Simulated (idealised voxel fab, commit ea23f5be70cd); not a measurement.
This section sets out a process module, namely voxel lift off.
It is cross-section cut that appears here, measuring 300 nm in width, its square cells being 5 nm in size.
Square cells in a grid make up a cross-section in this document, and the grid is given as bands, listed from the top down, each one or more rows of cells.
First you get the band's top height and its bottom height, in nm, and then the materials it's made of, left to right, with each width in nm. If you see a single material with "throughout", that one covers the band edge to edge. "blank" is empty space.
Height reference: 0 = level under which incoming wafer is all one material. Lowest band: no bottom, runs on downward, e.g. "0 nm and below".
The expression "30..40" gives the width at the extremes of the band, the first number at its top row of cells and the second at its bottom row, with the width changing by equal amounts from each row to the next in between.
Any step labelled "left unchanged" changed none of the cells in the cross-section.
If an empty space has no open way to the top and is at least 8 cells in size, "Voids, sealed" lists it, written width x height at distance, where distance is measured from the left edge and every value is in nm.
Note: text after step settings on the step line = simulator remark on that step.
overlay nm: on a step with a mask, how far right of its planned place the mask lay; negative means left.
Below is the list of planned process steps:
| 1 | RECEIVE with material Si |
| 2 | CONFORMAL_DEP with material SiN, thk nm 15 |
| 3 | PATTERN with tone open, mask id LINES, material resist, width nm 15, pitch nm 30, thk nm 30, overlay nm 0 |
| 4 | DIRECTIONAL_DEP with material Ru, thk nm 15 |
| 5 | STRIP with etch materials resist |
| 6 | CONFORMAL_DEP with material SiCN, thk nm 5 |
First of two wafers - as planned:
As received, after step 1:
> 0 nm and below | Si throughout
> Voids, sealed: none
Step 2 complete: cross-section through the wafer:
> 15 nm to 0 nm | SiN throughout
> Lower than 0, everything is as it was.
Step 3 complete: cross-section through the wafer:
> 45 nm to 15 nm | 125 of resist; 15 of blank; 15 of resist; 15 of blank; 130 of resist
> Lower than 15, everything is as it was.
Step 4 complete: cross-section through the wafer:
> 60 nm to 45 nm | 125 of Ru; 15 of blank; 15 of Ru; 15 of blank; 130 of Ru
> 45 nm to 30 nm | 125 of resist; 15 of blank; 15 of resist; 15 of blank; 130 of resist
> 30 nm to 15 nm | 125 of resist; 15 of Ru; 15 of resist; 15 of Ru; 130 of resist
> Lower than 15, everything is as it was.
Step 5 complete: cross-section through the wafer:
> 30 nm to 15 nm | 125 of blank; 15 of Ru; 15 of blank; 15 of Ru; 130 of blank
> Lower than 15, everything is as it was.
Step 6 complete: cross-section through the wafer:
> 35 nm to 30 nm | 120 of blank; 25 of SiCN; 5 of blank; 25 of SiCN; 125 of blank
> 30 nm to 20 nm | 120 of blank; 5 of SiCN; 15 of Ru; 5 of SiCN; 5 of blank; 5 of SiCN; 15 of Ru; 5 of SiCN; 125 of blank
> 20 nm to 15 nm | 125 of SiCN; 15 of Ru; 15 of SiCN; 15 of Ru; 130 of SiCN
> Lower than 15, everything is as it was.
Okay, second wafer. Nothing different at the start, nothing different in the plan, just one mistake somewhere in the running. As far as step 2, counting that step, it's the first wafer all over again:
Second wafer at the planned finish of step 3, seen in cross-section:
> 45 nm to 15 nm | 115 of resist; 15 of blank; 15 of resist; 15 of blank; 140 of resist
> Lower than 15, everything is as it was.
Second wafer at the planned finish of step 4, seen in cross-section:
> 60 nm to 45 nm | 115 of Ru; 15 of blank; 15 of Ru; 15 of blank; 140 of Ru
> 45 nm to 30 nm | 115 of resist; 15 of blank; 15 of resist; 15 of blank; 140 of resist
> 30 nm to 15 nm | 115 of resist; 15 of Ru; 15 of resist; 15 of Ru; 140 of resist
> Lower than 15, everything is as it was.
Second wafer at the planned finish of step 5, seen in cross-section:
> 30 nm to 15 nm | 115 of blank; 15 of Ru; 15 of blank; 15 of Ru; 140 of blank
> Lower than 15, everything is as it was.
Second wafer at the planned finish of step 6, seen in cross-section:
> 35 nm to 30 nm | 110 of blank; 25 of SiCN; 5 of blank; 25 of SiCN; 135 of blank
> 30 nm to 20 nm | 110 of blank; 5 of SiCN; 15 of Ru; 5 of SiCN; 5 of blank; 5 of SiCN; 15 of Ru; 5 of SiCN; 135 of blank
> 20 nm to 15 nm | 115 of SiCN; 15 of Ru; 15 of SiCN; 15 of Ru; 140 of SiCN
> Lower than 15, everything is as it was.
What broke from the plan during processing? in deviation from the planned setting, step 3 was conducted as PATTERN with tone open, mask id LINES, material resist, width nm 15, pitch nm 30, thk nm 30, overlay nm -10
Comparing end states, the material composition by cell count is preserved from the first wafer to the second, while the locations of the cells are not.
